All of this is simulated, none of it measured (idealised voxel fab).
voxel air gaps: a process module
We display cut, a cross-section 210 nm in width whose square cells are each 5 nm.
Reading order for cross-sections: top band down to bottom band. Underlying form: a grid of square cells. Band size: one or more rows of cells. It is stipulated that each band's entry specify, in nanometres, the height of the top of the band and then that of its bottom, followed by the materials of the band in left-to-right sequence, each together with its width in nanometres. A single material marked by the word "full width" is understood to fill the band from edge to edge; the word "air" is understood to denote empty space. Convention: height 0 is the level below which the wafer, as received, is all one material. The lowest band does not terminate at the bottom but continues downward, represented as "0..down". Top row gets the first number, bottom row gets the second, and each row in between changes by the same step: that is how a band width like "30..40" works. "no change" for a step: no cell of the cross-section changed in that step. Voids not open to the top, 8 cells minimum: see "Closed void inventory". Written width x height at distance; distance is from the left edge; nm. Heads up: the bit after the settings on a step's line is the simulator's remark on that step. A step's line can hold "overlay nm"; with a mask on that step, the setting says how far right of the planned place the mask lay, while a negative setting says it lay to the left.
### Process steps (planned)
- 1: op RECEIVE | material Si
- 2: op CONFORMAL_DEP | material SiO2 | thk nm 10
- 3: op CONFORMAL_DEP | material SiN | thk nm 5
- 4: op DIRECTIONAL_DEP | material lowk | thk nm 40
- 5: op PATTERN | tone open | mask id LINES | material resist | width nm 15 | pitch nm 40 | thk nm 15 | overlay nm 0
- 6: op DIRECTIONAL_ETCH | etch materials lowk | depth nm 40
- 7: op STRIP | etch materials resist
- 8: op CONFORMAL_DEP | material TiN | thk nm 5
- 9: op FILL_DEP | material Ru | thk nm 10
- 10: op CMP | height nm 55
- 11: op EPI | material Ru | thk nm 10
- 12: op SELECTIVE_ETCH | etch materials lowk | depth nm 50
- 13: op CONFORMAL_DEP | material SiCN | thk nm 5
### Cross-section of the wafer at receipt, which is the condition after step 1
- 0..down  Si full width
- Closed void inventory: none
### a wafer at the end: this start, this plan, one mistake
- 65..60  45 of air  35 of SiCN  5 of air  35 of SiCN  5 of air  35 of SiCN  50 of air
- 60..55  45 of air  5 of SiCN  25 of Ru  5 of SiCN  5 of air  5 of SiCN  25 of Ru  5 of SiCN  5 of air  5 of SiCN  25 of Ru  5 of SiCN  50 of air
- 55..50  45 of air  10 of SiCN  5 of TiN  5 of Ru  5 of TiN  10 of SiCN  5 of air  10 of SiCN  5 of TiN  5 of Ru  5 of TiN  10 of SiCN  5 of air  10 of SiCN  5 of TiN  5 of Ru  5 of TiN  10 of SiCN  50 of air
- 50..20  50 of air  5 of SiCN  5 of TiN  5 of Ru  5 of TiN  5 of SiCN  15 of air  5 of SiCN  5 of TiN  5 of Ru  5 of TiN  5 of SiCN  15 of air  5 of SiCN  5 of TiN  5 of Ru  5 of TiN  5 of SiCN  55 of air
- 20..15  55 of SiCN  15 of TiN  25 of SiCN  15 of TiN  25 of SiCN  15 of TiN  60 of SiCN
- 15..10  SiN full width
- 10..0  SiO2 full width
- 0..down  Si full width
- Closed void inventory: none
Finding, execution versus plan: step 11 ran differently from the plan; actual operation with settings: op EPI | material Ru | thk nm 5
